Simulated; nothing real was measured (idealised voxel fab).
The process module presented herein is designated voxel wiring stack.
It is cross-section cut that appears here, measuring 235 nm in width, its square cells being 5 nm in size.
Cross-section format: a grid of square cells, given as bands from top to bottom; each band is one or more rows of cells. The entry gives the band's vertical extent as a top height and a bottom height in nm, then its horizontal make-up as materials from left to right, each with a width in nm. "air" stands for empty space; a single material marked "edge to edge" fills the band edge to edge. Below 0: as-received wafer, all one material; heights counted from there. Lowest band: no bottom, goes on down, written "0 -> down". Top row gets the first number, bottom row gets the second, and each row in between changes by the same step: that is how a band width like "30->40" works. "no alterations made" -> step changed no cross-section cell. Reported under the label "Fully closed voids" are the empty spaces having no open way to the top and comprising 8 cells or more; the notation for each is width x height at distance, in which the distance is measured from the left edge and all three values are in nm. Post-settings text on a step line: simulator's own remark regarding the step. A step line may carry the setting "overlay nm", which, for steps involving a mask, states the distance by which the mask lay to the right of its intended position; negative values denote displacement to the left.

[Process steps (planned)]
| 1 | RECEIVE [material Si] |
| 2 | CONFORMAL_DEP [material SiO2] [thk nm 15] |
| 3 | DIRECTIONAL_DEP [material TiN] [thk nm 5] |
| 4 | DIRECTIONAL_DEP [material W] [thk nm 25] |
| 5 | DIRECTIONAL_DEP [material aC] [thk nm 15] |
| 6 | PATTERN [tone cover] [mask id METAL_1] [material resist] [width nm 25] [pitch nm 45] [thk nm 35] [overlay nm 0] |
| 7 | DIRECTIONAL_ETCH [etch materials aC] [depth nm 15] |
| 8 | STRIP [etch materials resist] |
| 9 | DIRECTIONAL_ETCH [etch materials W] [depth nm 25] |
| 10 | DIRECTIONAL_ETCH [etch materials TiN] [depth nm 5] |
| 11 | STRIP [etch materials aC] |
| 12 | CONFORMAL_DEP [material SiCN] [thk nm 5] |
| 13 | FILL_DEP [material lowk] [thk nm 10] |
| 14 | CMP [height nm 45] |
| 15 | CONFORMAL_DEP [material SiCN] [thk nm 5] |
| 16 | DIRECTIONAL_DEP [material SiO2] [thk nm 30] |
| 17 | DIRECTIONAL_DEP [material aC] [thk nm 15] |
| 18 | PATTERN [tone open] [mask id METAL_2] [material resist] [width nm 25] [pitch nm 45] [thk nm 35] [overlay nm 0] |
| 19 | DIRECTIONAL_ETCH [etch materials aC] [depth nm 15] |
| 20 | STRIP [etch materials resist] |
| 21 | DIRECTIONAL_ETCH [etch materials SiO2] [depth nm 15] |
| 22 | STRIP [etch materials aC] |
| 23 | MASKED_ETCH [tone open] [mask id METAL_2_HOLES] [width nm 15] [pitch nm 45] [etch materials SiO2] [depth nm 15] [overlay nm 0] |
| 24 | MASKED_ETCH [tone open] [mask id METAL_2_HOLES] [width nm 15] [pitch nm 45] [etch materials SiCN] [depth nm 5] [overlay nm 0] |
| 25 | CONFORMAL_DEP [material TiN] [thk nm 5] |
| 26 | FILL_DEP [material Cu] [thk nm 10] |
| 27 | CMP [height nm 80] |
| 28 | CONFORMAL_DEP [material SiCN] [thk nm 5] |
| 29 | DIRECTIONAL_DEP [material SiO2] [thk nm 25] |
| 30 | PATTERN [tone open] [mask id METAL_3] [material resist] [width nm 25] [pitch nm 45] [thk nm 15] [overlay nm 0] |
| 31 | DIRECTIONAL_ETCH [etch materials SiO2] [depth nm 15] |
| 32 | STRIP [etch materials resist] |
| 33 | MASKED_ETCH [tone open] [mask id METAL_3_HOLES] [width nm 15] [pitch nm 90] [etch materials SiO2] [depth nm 10] [overlay nm 0] |
| 34 | MASKED_ETCH [tone open] [mask id METAL_3_HOLES] [width nm 15] [pitch nm 90] [etch materials SiCN] [depth nm 5] [overlay nm 0] |
| 35 | CONFORMAL_DEP [material TiN] [thk nm 5] |
| 36 | FILL_DEP [material Cu] [thk nm 10] |
| 37 | CMP [height nm 110] |
| 38 | CONFORMAL_DEP [material SiCN] [thk nm 5] |

[As received (post step 1): cross-section]
0 -> down: Si edge to edge
Fully closed voids: none

[Cross-section taken at module completion on the first of two wafers; processed per the plan]
115 -> 110: SiCN edge to edge
110 -> 100: SiO2: 60 / TiN: 5 / Cu: 15 / TiN: 5 / SiO2: 20 / TiN: 5 / Cu: 15 / TiN: 5 / SiO2: 20 / TiN: 5 / Cu: 15 / TiN: 5 / SiO2: 60
100 -> 95: SiO2: 60 / TiN: 5 / Cu: 5 / TiN: 15 / SiO2: 20 / TiN: 25 / SiO2: 20 / TiN: 5 / Cu: 5 / TiN: 15 / SiO2: 60
95 -> 85: SiO2: 60 / TiN: 5 / Cu: 5 / TiN: 5 / SiO2: 75 / TiN: 5 / Cu: 5 / TiN: 5 / SiO2: 70
85 -> 80: SiCN: 60 / TiN: 15 / SiCN: 75 / TiN: 15 / SiCN: 70
80 -> 70: SiO2: 60 / TiN: 5 / Cu: 15 / TiN: 5 / SiO2: 20 / TiN: 5 / Cu: 15 / TiN: 5 / SiO2: 20 / TiN: 5 / Cu: 15 / TiN: 5 / SiO2: 60
70 -> 65: SiO2: 60 / TiN: 5 / Cu: 5 / TiN: 15 / SiO2: 20 / TiN: 5 / Cu: 5 / TiN: 15 / SiO2: 20 / TiN: 5 / Cu: 5 / TiN: 15 / SiO2: 60
65 -> 50: SiO2: 60 / TiN: 5 / Cu: 5 / TiN: 5 / SiO2: 30 / TiN: 5 / Cu: 5 / TiN: 5 / SiO2: 30 / TiN: 5 / Cu: 5 / TiN: 5 / SiO2: 70
50 -> 45: SiCN: 60 / TiN: 15 / SiCN: 30 / TiN: 15 / SiCN: 30 / TiN: 15 / SiCN: 70
45 -> 20: lowk: 55 / SiCN: 5 / W: 25 / SiCN: 5 / lowk: 10 / SiCN: 5 / W: 25 / SiCN: 5 / lowk: 10 / SiCN: 5 / W: 25 / SiCN: 5 / lowk: 55
20 -> 15: SiCN: 60 / TiN: 25 / SiCN: 20 / TiN: 25 / SiCN: 20 / TiN: 25 / SiCN: 60
15 -> 0: SiO2 edge to edge
0 -> down: Si edge to edge
Fully closed voids: none

[Presented here is a cross-section of the second of the two wafers as it stood at the end of the module. It was started in the same manner and assigned the same plan as the first wafer; however, one mistake was made in its execution]
115 -> 110: SiCN edge to edge
110 -> 105: Cu edge to edge
105 -> 100: TiN: 65 / Cu: 15 / TiN: 30 / Cu: 15 / TiN: 30 / Cu: 15 / TiN: 65
100 -> 90: SiO2: 60 / TiN: 5 / Cu: 15 / TiN: 5 / SiO2: 20 / TiN: 5 / Cu: 15 / TiN: 5 / SiO2: 20 / TiN: 5 / Cu: 15 / TiN: 5 / SiO2: 60
90 -> 85: SiO2: 60 / TiN: 5 / Cu: 5 / TiN: 15 / SiO2: 20 / TiN: 25 / SiO2: 20 / TiN: 5 / Cu: 5 / TiN: 15 / SiO2: 60
85 -> 80: SiCN: 60 / TiN: 15 / SiCN: 75 / TiN: 15 / SiCN: 70
80 -> 70: SiO2: 60 / TiN: 5 / Cu: 15 / TiN: 5 / SiO2: 20 / TiN: 5 / Cu: 15 / TiN: 5 / SiO2: 20 / TiN: 5 / Cu: 15 / TiN: 5 / SiO2: 60
70 -> 65: SiO2: 60 / TiN: 5 / Cu: 5 / TiN: 15 / SiO2: 20 / TiN: 5 / Cu: 5 / TiN: 15 / SiO2: 20 / TiN: 5 / Cu: 5 / TiN: 15 / SiO2: 60
65 -> 50: SiO2: 60 / TiN: 5 / Cu: 5 / TiN: 5 / SiO2: 30 / TiN: 5 / Cu: 5 / TiN: 5 / SiO2: 30 / TiN: 5 / Cu: 5 / TiN: 5 / SiO2: 70
50 -> 45: SiCN: 60 / TiN: 15 / SiCN: 30 / TiN: 15 / SiCN: 30 / TiN: 15 / SiCN: 70
45 -> 20: lowk: 55 / SiCN: 5 / W: 25 / SiCN: 5 / lowk: 10 / SiCN: 5 / W: 25 / SiCN: 5 / lowk: 10 / SiCN: 5 / W: 25 / SiCN: 5 / lowk: 55
20 -> 15: SiCN: 60 / TiN: 25 / SiCN: 20 / TiN: 25 / SiCN: 20 / TiN: 25 / SiCN: 60
15 -> 0: SiO2 edge to edge
0 -> down: Si edge to edge
Fully closed voids: none
Short version of what went wrong: step 29 ran as: DIRECTIONAL_DEP [material SiO2] [thk nm 15]
The second wafer ends with more or fewer cells of some materials than the first, per final count: +52 Cu | -82 SiO2 | +30 TiN
